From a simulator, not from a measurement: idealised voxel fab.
process module | voxel wiring stack
cross-section cut | 210 nm wide | cells 5 nm
A cross-section is a grid of square cells, given in bands from the top down. A band is one or more rows of cells.
Each band's line starts with the height of the band's top and of its bottom, in nm. Then come its materials from left to right, each with its width in nm. One material with "throughout" fills the band from edge to edge. "air" is empty space.
Height 0 is the level under which the wafer as received is all one material. The lowest band goes on downwards, as in "0 down".
A width such as "30 to 40" changes by the same amount from each row of cells to the next, from the band's top row to its bottom row.
"no change" after a step means that no cell of the cross-section changed.
closed voids: empty space of 8 cells or more with no open way to the top, each as width x height at its distance from the left edge, in nm
after a step's settings: what the simulator itself notes on the step
overlay nm, on a step with a mask: how far to the right of its planned place the mask lay; to the left if negative
plan
1 op RECEIVE | material Si
2 op CONFORMAL_DEP | material SiO2 | thk nm 10
3 op DIRECTIONAL_DEP | material TiN | thk nm 5
4 op DIRECTIONAL_DEP | material W | thk nm 25
5 op PATTERN | tone cover | mask id METAL_1 | material resist | width nm 20 | pitch nm 55 | thk nm 15 | overlay nm 0
6 op DIRECTIONAL_ETCH | etch materials W | depth nm 25
7 op DIRECTIONAL_ETCH | etch materials TiN | depth nm 5
8 op STRIP | etch materials resist
9 op FILL_DEP | material lowk | thk nm 5
10 op CMP | height nm 40
11 op CONFORMAL_DEP | material SiCN | thk nm 5
12 op DIRECTIONAL_DEP | material lowk | thk nm 10
13 op DIRECTIONAL_DEP | material aC | thk nm 15
14 op PATTERN | tone open | mask id PLUG_1 | material resist | width nm 15 | pitch nm 55 | thk nm 30 | overlay nm 0
15 op DIRECTIONAL_ETCH | etch materials aC | depth nm 15
16 op STRIP | etch materials resist
17 op DIRECTIONAL_ETCH | etch materials lowk | depth nm 10
18 op DIRECTIONAL_ETCH | etch materials SiCN | depth nm 5
19 op STRIP | etch materials aC
20 op EPI | material Ru | thk nm 10
21 op EPI | material Ru | thk nm 5
22 op CONFORMAL_DEP | material SiCN | thk nm 5
23 op DIRECTIONAL_DEP | material SiO2 | thk nm 25
24 op DIRECTIONAL_DEP | material aC | thk nm 10
25 op PATTERN | tone open | mask id METAL_2 | material resist | width nm 30 | pitch nm 55 | thk nm 25 | overlay nm 0
26 op DIRECTIONAL_ETCH | etch materials aC | depth nm 10
27 op STRIP | etch materials resist
28 op DIRECTIONAL_ETCH | etch materials SiO2 | depth nm 25
29 op DIRECTIONAL_ETCH | etch materials SiCN | depth nm 5
30 op STRIP | etch materials aC
31 op CONFORMAL_DEP | material TiN | thk nm 5
32 op FILL_DEP | material W | thk nm 5
33 op CMP | height nm 85
34 op CONFORMAL_DEP | material SiN | thk nm 5
varied across the wafers: width nm of step 5. The plan shows the first wafer's value. All wafers start alike
first wafer as received, after step 1
  0 down: Si throughout
  closed voids: none
first wafer at the end, after step 34
  90 to 85: SiN throughout
  85 to 60: SiO2 35 | TiN 5 | W 20 | TiN 5 | SiO2 25 | TiN 5 | W 20 | TiN 5 | SiO2 25 | TiN 5 | W 20 | TiN 5 | SiO2 35
  60 to 55: SiCN 35 | TiN 30 | SiCN 25 | TiN 30 | SiCN 25 | TiN 30 | SiCN 35
  55 to 45: lowk 35 | Ru 15 | lowk 40 | Ru 15 | lowk 40 | Ru 15 | lowk 50
  45 to 40: SiCN 35 | Ru 15 | SiCN 40 | Ru 15 | SiCN 40 | Ru 15 | SiCN 50
  40 to 15: lowk 40 | W 20 | lowk 35 | W 20 | lowk 35 | W 20 | lowk 40
  15 to 10: lowk 40 | TiN 20 | lowk 35 | TiN 20 | lowk 35 | TiN 20 | lowk 40
  10 to 0: SiO2 throughout
  0 down: Si throughout
  closed voids: none
last wafer at the end
  90 to 85: SiN throughout
  85 to 60: SiO2 35 | TiN 5 | W 20 | TiN 5 | SiO2 25 | TiN 5 | W 20 | TiN 5 | SiO2 25 | TiN 5 | W 20 | TiN 5 | SiO2 35
  60 to 55: SiCN 35 | TiN 30 | SiCN 25 | TiN 30 | SiCN 25 | TiN 30 | SiCN 35
  55 to 45: lowk 35 | Ru 15 | lowk 40 | Ru 15 | lowk 40 | Ru 15 | lowk 50
  45 to 40: SiCN 35 | Ru 15 | SiCN 40 | Ru 15 | SiCN 40 | Ru 15 | SiCN 50
  40 to 15: lowk 30 | W 40 | lowk 15 | W 40 | lowk 15 | W 40 | lowk 30
  15 to 10: lowk 30 | TiN 40 | lowk 15 | TiN 40 | lowk 15 | TiN 40 | lowk 30
  10 to 0: SiO2 throughout
  0 down: Si throughout
  closed voids: none
each wafer at the end: cells of each material gained (+) or lost (-) since it was received, then its closed voids
width nm 20 | +27 Ru | +57 SiCN | +42 SiN | +204 SiO2 | +60 TiN | +120 W | +246 lowk | closed voids: none
width nm 25 | +27 Ru | +57 SiCN | +42 SiN | +204 SiO2 | +63 TiN | +135 W | +228 lowk | closed voids: none
width nm 30 | +27 Ru | +57 SiCN | +42 SiN | +204 SiO2 | +66 TiN | +150 W | +210 lowk | closed voids: none
width nm 35 | +27 Ru | +57 SiCN | +42 SiN | +204 SiO2 | +69 TiN | +165 W | +192 lowk | closed voids: none
width nm 40 | +27 Ru | +57 SiCN | +42 SiN | +204 SiO2 | +72 TiN | +180 W | +174 lowk | closed voids: none
